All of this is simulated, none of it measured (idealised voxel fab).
voxel released beams: a process module
The figure presents cross-section cut, which has a width of 145 nm and is divided into square cells with an edge length of 5 nm.
How to read a cross-section here: the picture is a grid of square cells, written as bands going from the top down, and any band can span one or more rows of cells.
Top height, bottom height, nm. Materials left to right, width each, nm. Single material + "all across" = fills band edge to edge. "blank" = empty.
Heights are measured from 0, the level below which the as-received wafer is all one material; the lowest band has no bottom and continues downward, written as in "0 and below".
So if you see something like "30->40" for the width, read it as the top row of the band sitting at the first number and the bottom row at the second, with every row in between moving by the same amount as the last.
"no change" after a step means that no cell of the cross-section changed.
Basically, "Closed internal cavities" tells you about the enclosed voids: empty spaces with no open way to the top, 8 cells or bigger, each written width x height at distance, where distance is from the left edge, all in nm.
after a step's settings: what the simulator itself notes on the step
The optional step-line setting "overlay nm" applies to steps with a mask and quantifies how far to the right of its planned location the mask lay, a negative value indicating leftward placement.

Planned process steps:
1 RECEIVE (material Si)
2 CONFORMAL_DEP (material SiN; thk nm 10)
3 DIRECTIONAL_DEP (material SiO2; thk nm 10)
4 DIRECTIONAL_DEP (material aC; thk nm 10)
5 PATTERN (tone open; mask id ANCHOR; material resist; width nm 30; thk nm 30; overlay nm 0)
6 DIRECTIONAL_ETCH (etch materials aC; depth nm 10)
7 STRIP (etch materials resist)
8 DIRECTIONAL_ETCH (etch materials SiO2; depth nm 10)
9 STRIP (etch materials aC)
10 CONFORMAL_DEP (material TiN; thk nm 10)
11 DIRECTIONAL_DEP (material aC; thk nm 15)
12 PATTERN (tone cover; mask id BEAM; material resist; width nm 90; thk nm 35; overlay nm 0)
13 DIRECTIONAL_ETCH (etch materials aC; depth nm 15)
14 STRIP (etch materials resist)
15 DIRECTIONAL_ETCH (etch materials TiN; depth nm 10)
16 STRIP (etch materials aC)
17 STRIP (etch materials SiO2)

First wafer, two in total, run as planned:

Incoming wafer in cross-section (state: after step 1):
> 0 and below  Si all across
> Closed internal cavities: none

Step 2 complete: cross-section through the wafer:
> 10 down to 0  SiN all across
> Under the height 0 nothing was changed.

Step 3 complete: cross-section through the wafer:
> 20 down to 10  SiO2 all across
> Under the height 10 nothing was changed.

Step 4 complete: cross-section through the wafer:
> 30 down to 20  aC all across
> Under the height 20 nothing was changed.

Step 5 complete: cross-section through the wafer:
> 60 down to 30  resist=30 | blank=30 | resist=85
> Under the height 30 nothing was changed.

Step 6 complete: cross-section through the wafer:
> 50 down to 30  resist=30 | blank=30 | resist=85
> 30 down to 20  aC=30 | blank=30 | aC=85
> Under the height 20 nothing was changed.

Step 7 complete: cross-section through the wafer:
> 30 down to 20  aC=30 | blank=30 | aC=85
> Under the height 20 nothing was changed.

Step 8 complete: cross-section through the wafer:
> 30 down to 20  aC=30 | blank=30 | aC=85
> 20 down to 10  SiO2=30 | blank=30 | SiO2=85
> Under the height 10 nothing was changed.

Step 9 complete: cross-section through the wafer:
> 20 down to 10  SiO2=30 | blank=30 | SiO2=85
> Under the height 10 nothing was changed.

Step 10 complete: cross-section through the wafer:
> 30 down to 20  TiN=40 | blank=10 | TiN=95
> 20 down to 10  SiO2=30 | TiN=30 | SiO2=85
> Under the height 10 nothing was changed.

Step 11 complete: cross-section through the wafer:
> 45 down to 35  aC=40 | blank=10 | aC=95
> 35 down to 30  aC all across
> 30 down to 20  TiN=40 | aC=10 | TiN=95
> Under the height 20 nothing was changed.

Step 12 complete: cross-section through the wafer:
> 80 down to 45  blank=25 | resist=90 | blank=30
> 45 down to 35  aC=40 | resist=10 | aC=95
> Under the height 35 nothing was changed.

Step 13 complete: cross-section through the wafer:
> 65 down to 45  blank=25 | resist=90 | blank=30
> 45 down to 35  blank=25 | aC=15 | resist=10 | aC=65 | blank=30
> 35 down to 30  blank=25 | aC=90 | blank=30
> Under the height 30 nothing was changed.

Step 14 complete: cross-section through the wafer:
> 45 down to 35  blank=25 | aC=15 | blank=10 | aC=65 | blank=30
> Under the height 35 nothing was changed.

Step 15 complete: cross-section through the wafer:
> 45 down to 35  blank=25 | aC=15 | blank=10 | aC=65 | blank=30
> 35 down to 30  blank=25 | aC=90 | blank=30
> 30 down to 20  blank=25 | TiN=15 | aC=10 | TiN=65 | blank=30
> Under the height 20 nothing was changed.

Step 16 complete: cross-section through the wafer:
> 30 down to 20  blank=25 | TiN=15 | blank=10 | TiN=65 | blank=30
> Under the height 20 nothing was changed.

Step 17 complete: cross-section through the wafer:
> 30 down to 20  blank=25 | TiN=15 | blank=10 | TiN=65 | blank=30
> 20 down to 10  blank=30 | TiN=30 | blank=85
> Under the height 10 nothing was changed.

The second wafer began exactly as the first did and followed the same plan, but one mistake was made while running it; through step 11 inclusive, the two wafers are identical:

Second wafer, section view, time point: scheduled end of step 12:
> 80 down to 45  blank=25 | resist=95 | blank=25
> 45 down to 35  aC=40 | resist=10 | aC=95
> Under the height 35 nothing was changed.

Second wafer, section view, time point: scheduled end of step 13:
> 65 down to 45  blank=25 | resist=95 | blank=25
> 45 down to 35  blank=25 | aC=15 | resist=10 | aC=70 | blank=25
> 35 down to 30  blank=25 | aC=95 | blank=25
> Under the height 30 nothing was changed.

Second wafer, section view, time point: scheduled end of step 14:
> 45 down to 35  blank=25 | aC=15 | blank=10 | aC=70 | blank=25
> Under the height 35 nothing was changed.

Second wafer, section view, time point: scheduled end of step 15:
> 45 down to 35  blank=25 | aC=15 | blank=10 | aC=70 | blank=25
> 35 down to 30  blank=25 | aC=95 | blank=25
> 30 down to 20  blank=25 | TiN=15 | aC=10 | TiN=70 | blank=25
> Under the height 20 nothing was changed.

Second wafer, section view, time point: scheduled end of step 16:
> 30 down to 20  blank=25 | TiN=15 | blank=10 | TiN=70 | blank=25
> Under the height 20 nothing was changed.

Second wafer, section view, time point: scheduled end of step 17:
> 30 down to 20  blank=25 | TiN=15 | blank=10 | TiN=70 | blank=25
> 20 down to 10  blank=30 | TiN=30 | blank=85
> Under the height 10 nothing was changed.
What went wrong in running the wafer? step 12: run off-plan, actual operation and settings PATTERN (tone cover; mask id BEAM; material resist; width nm 95; thk nm 35; overlay nm 0)
Materials where the second wafer ends with more or fewer cells than the first: TiN: 2 more
